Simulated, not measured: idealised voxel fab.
The following is a process module called voxel trench capacitor.
The figure presents cross-section cut, which has a width of 270 nm and is divided into square cells with an edge length of 5 nm.
In this document a cross-section is written as a grid of square cells. It is given as a series of bands, listed from the top down, and a band is one or more rows of cells.
Within each band entry, the heights of the top and of the bottom of the band appear first, in that order and in nm; the materials of the band then follow from left to right, each with its corresponding width in nm. The designation "full width" on a single material indicates that it fills the band from edge to edge; the designation "air" indicates empty space.
Convention: height 0 is the level below which the wafer, as received, is all one material. The lowest band does not terminate at the bottom but continues downward, represented as "0..down".
Read "30 to 40" as a graded width: first number on top, second number at the bottom, same change between each pair of neighbouring rows.
"all unchanged" means the step left every cell of the cross-section as it was.
Entry "Voids lacking openings". Content: empty spaces with no open connection to the top, size 8 cells or greater. Each: width x height at distance. Distance: from left edge. Unit: nm.
What comes after the settings on a step's line is commentary from the simulator itself on that step.
When a step includes a mask, the "overlay nm" setting on its line states how far to the right of its planned place that mask lay, and negative values state how far to the left.
Set out below are the planned steps of the process
1) RECEIVE,material Si
2) CONFORMAL_DEP,material SiN,thk nm 10
3) DIRECTIONAL_DEP,material aC,thk nm 15
4) PATTERN,tone open,mask id TRENCH,material resist,width nm 25,pitch nm 40,thk nm 35,overlay nm 0
5) DIRECTIONAL_ETCH,etch materials aC,depth nm 15
6) STRIP,etch materials resist
7) DIRECTIONAL_ETCH,etch materials SiN,depth nm 10
8) DIRECTIONAL_ETCH,etch materials Si,depth nm 30
9) STRIP,etch materials aC
10) CONFORMAL_DEP,material HfO2,thk nm 5
11) CONFORMAL_DEP,material TiN,thk nm 5
12) FILL_DEP,material W,thk nm 5
13) CMP,height nm 10
Of two wafers, the first: run according to plan
Cross-section of the wafer as it came to us, i.e., already through step 1
0..down | Si full width
Voids lacking openings: none
Cross-sectional representation of the wafer at the conclusion of step 2
10..0 | SiN full width
Under the height 0 nothing was changed.
Cross-sectional representation of the wafer at the conclusion of step 3
25..10 | aC full width
Under the height 10 nothing was changed.
Cross-sectional representation of the wafer at the conclusion of step 4
60..25 | 80 nm resist  25 nm air  15 nm resist  25 nm air  15 nm resist  25 nm air  85 nm resist
Under the height 25 nothing was changed.
Cross-sectional representation of the wafer at the conclusion of step 5
45..25 | 80 nm resist  25 nm air  15 nm resist  25 nm air  15 nm resist  25 nm air  85 nm resist
25..10 | 80 nm aC  25 nm air  15 nm aC  25 nm air  15 nm aC  25 nm air  85 nm aC
Under the height 10 nothing was changed.
Cross-sectional representation of the wafer at the conclusion of step 6
25..10 | 80 nm aC  25 nm air  15 nm aC  25 nm air  15 nm aC  25 nm air  85 nm aC
Under the height 10 nothing was changed.
Cross-sectional representation of the wafer at the conclusion of step 7
25..10 | 80 nm aC  25 nm air  15 nm aC  25 nm air  15 nm aC  25 nm air  85 nm aC
10..0 | 80 nm SiN  25 nm air  15 nm SiN  25 nm air  15 nm SiN  25 nm air  85 nm SiN
Under the height 0 nothing was changed.
Cross-sectional representation of the wafer at the conclusion of step 8
25..10 | 80 nm aC  25 nm air  15 nm aC  25 nm air  15 nm aC  25 nm air  85 nm aC
10..0 | 80 nm SiN  25 nm air  15 nm SiN  25 nm air  15 nm SiN  25 nm air  85 nm SiN
0..-30 | 80 nm Si  25 nm air  15 nm Si  25 nm air  15 nm Si  25 nm air  85 nm Si
Under the height -30 nothing was changed.
Cross-sectional representation of the wafer at the conclusion of step 9
10..0 | 80 nm SiN  25 nm air  15 nm SiN  25 nm air  15 nm SiN  25 nm air  85 nm SiN
Under the height 0 nothing was changed.
Cross-sectional representation of the wafer at the conclusion of step 10
15..10 | 85 nm HfO2  15 nm air  25 nm HfO2  15 nm air  25 nm HfO2  15 nm air  90 nm HfO2
10..0 | 80 nm SiN  5 nm HfO2  15 nm air  5 nm HfO2  15 nm SiN  5 nm HfO2  15 nm air  5 nm HfO2  15 nm SiN  5 nm HfO2  15 nm air  5 nm HfO2  85 nm SiN
0..-25 | 80 nm Si  5 nm HfO2  15 nm air  5 nm HfO2  15 nm Si  5 nm HfO2  15 nm air  5 nm HfO2  15 nm Si  5 nm HfO2  15 nm air  5 nm HfO2  85 nm Si
-25..-30 | 80 nm Si  25 nm HfO2  15 nm Si  25 nm HfO2  15 nm Si  25 nm HfO2  85 nm Si
Under the height -30 nothing was changed.
Cross-sectional representation of the wafer at the conclusion of step 11
20..15 | 90 nm TiN  5 nm air  35 nm TiN  5 nm air  35 nm TiN  5 nm air  95 nm TiN
15..10 | 85 nm HfO2  5 nm TiN  5 nm air  5 nm TiN  25 nm HfO2  5 nm TiN  5 nm air  5 nm TiN  25 nm HfO2  5 nm TiN  5 nm air  5 nm TiN  90 nm HfO2
10..0 | 80 nm SiN  5 nm HfO2  5 nm TiN  5 nm air  5 nm TiN  5 nm HfO2  15 nm SiN  5 nm HfO2  5 nm TiN  5 nm air  5 nm TiN  5 nm HfO2  15 nm SiN  5 nm HfO2  5 nm TiN  5 nm air  5 nm TiN  5 nm HfO2  85 nm SiN
0..-20 | 80 nm Si  5 nm HfO2  5 nm TiN  5 nm air  5 nm TiN  5 nm HfO2  15 nm Si  5 nm HfO2  5 nm TiN  5 nm air  5 nm TiN  5 nm HfO2  15 nm Si  5 nm HfO2  5 nm TiN  5 nm air  5 nm TiN  5 nm HfO2  85 nm Si
-20..-25 | 80 nm Si  5 nm HfO2  15 nm TiN  5 nm HfO2  15 nm Si  5 nm HfO2  15 nm TiN  5 nm HfO2  15 nm Si  5 nm HfO2  15 nm TiN  5 nm HfO2  85 nm Si
Under the height -25 nothing was changed.
Cross-sectional representation of the wafer at the conclusion of step 12
25..20 | W full width
20..15 | 90 nm TiN  5 nm W  35 nm TiN  5 nm W  35 nm TiN  5 nm W  95 nm TiN
15..10 | 85 nm HfO2  5 nm TiN  5 nm W  5 nm TiN  25 nm HfO2  5 nm TiN  5 nm W  5 nm TiN  25 nm HfO2  5 nm TiN  5 nm W  5 nm TiN  90 nm HfO2
10..0 | 80 nm SiN  5 nm HfO2  5 nm TiN  5 nm W  5 nm TiN  5 nm HfO2  15 nm SiN  5 nm HfO2  5 nm TiN  5 nm W  5 nm TiN  5 nm HfO2  15 nm SiN  5 nm HfO2  5 nm TiN  5 nm W  5 nm TiN  5 nm HfO2  85 nm SiN
0..-20 | 80 nm Si  5 nm HfO2  5 nm TiN  5 nm W  5 nm TiN  5 nm HfO2  15 nm Si  5 nm HfO2  5 nm TiN  5 nm W  5 nm TiN  5 nm HfO2  15 nm Si  5 nm HfO2  5 nm TiN  5 nm W  5 nm TiN  5 nm HfO2  85 nm Si
Under the height -20 nothing was changed.
Cross-sectional representation of the wafer at the conclusion of step 13
10..0 | 80 nm SiN  5 nm HfO2  5 nm TiN  5 nm W  5 nm TiN  5 nm HfO2  15 nm SiN  5 nm HfO2  5 nm TiN  5 nm W  5 nm TiN  5 nm HfO2  15 nm SiN  5 nm HfO2  5 nm TiN  5 nm W  5 nm TiN  5 nm HfO2  85 nm SiN
Under the height 0 nothing was changed.
Second wafer: same start and same plan as the first, one execution error; identical to the first through step 11
Cross-sectional representation of the second wafer at the time designated in the plan for the completion of step 12
25..20 | SiN full width
20..15 | 90 nm TiN  5 nm SiN  35 nm TiN  5 nm SiN  35 nm TiN  5 nm SiN  95 nm TiN
15..10 | 85 nm HfO2  5 nm TiN  5 nm SiN  5 nm TiN  25 nm HfO2  5 nm TiN  5 nm SiN  5 nm TiN  25 nm HfO2  5 nm TiN  5 nm SiN  5 nm TiN  90 nm HfO2
10..0 | 80 nm SiN  5 nm HfO2  5 nm TiN  5 nm SiN  5 nm TiN  5 nm HfO2  15 nm SiN  5 nm HfO2  5 nm TiN  5 nm SiN  5 nm TiN  5 nm HfO2  15 nm SiN  5 nm HfO2  5 nm TiN  5 nm SiN  5 nm TiN  5 nm HfO2  85 nm SiN
0..-20 | 80 nm Si  5 nm HfO2  5 nm TiN  5 nm SiN  5 nm TiN  5 nm HfO2  15 nm Si  5 nm HfO2  5 nm TiN  5 nm SiN  5 nm TiN  5 nm HfO2  15 nm Si  5 nm HfO2  5 nm TiN  5 nm SiN  5 nm TiN  5 nm HfO2  85 nm Si
Under the height -20 nothing was changed.
Cross-sectional representation of the second wafer at the time designated in the plan for the completion of step 13
10..0 | 80 nm SiN  5 nm HfO2  5 nm TiN  5 nm SiN  5 nm TiN  5 nm HfO2  15 nm SiN  5 nm HfO2  5 nm TiN  5 nm SiN  5 nm TiN  5 nm HfO2  15 nm SiN  5 nm HfO2  5 nm TiN  5 nm SiN  5 nm TiN  5 nm HfO2  85 nm SiN
Under the height 0 nothing was changed.
The plan and the run diverged here: it should be noted that step 12 was executed with settings other than those planned, the operation and settings actually applied being FILL_DEP,material SiN,thk nm 5
End of process, cell counts, second wafer against first, materials with more or fewer: 18 more of SiN, 18 fewer of W
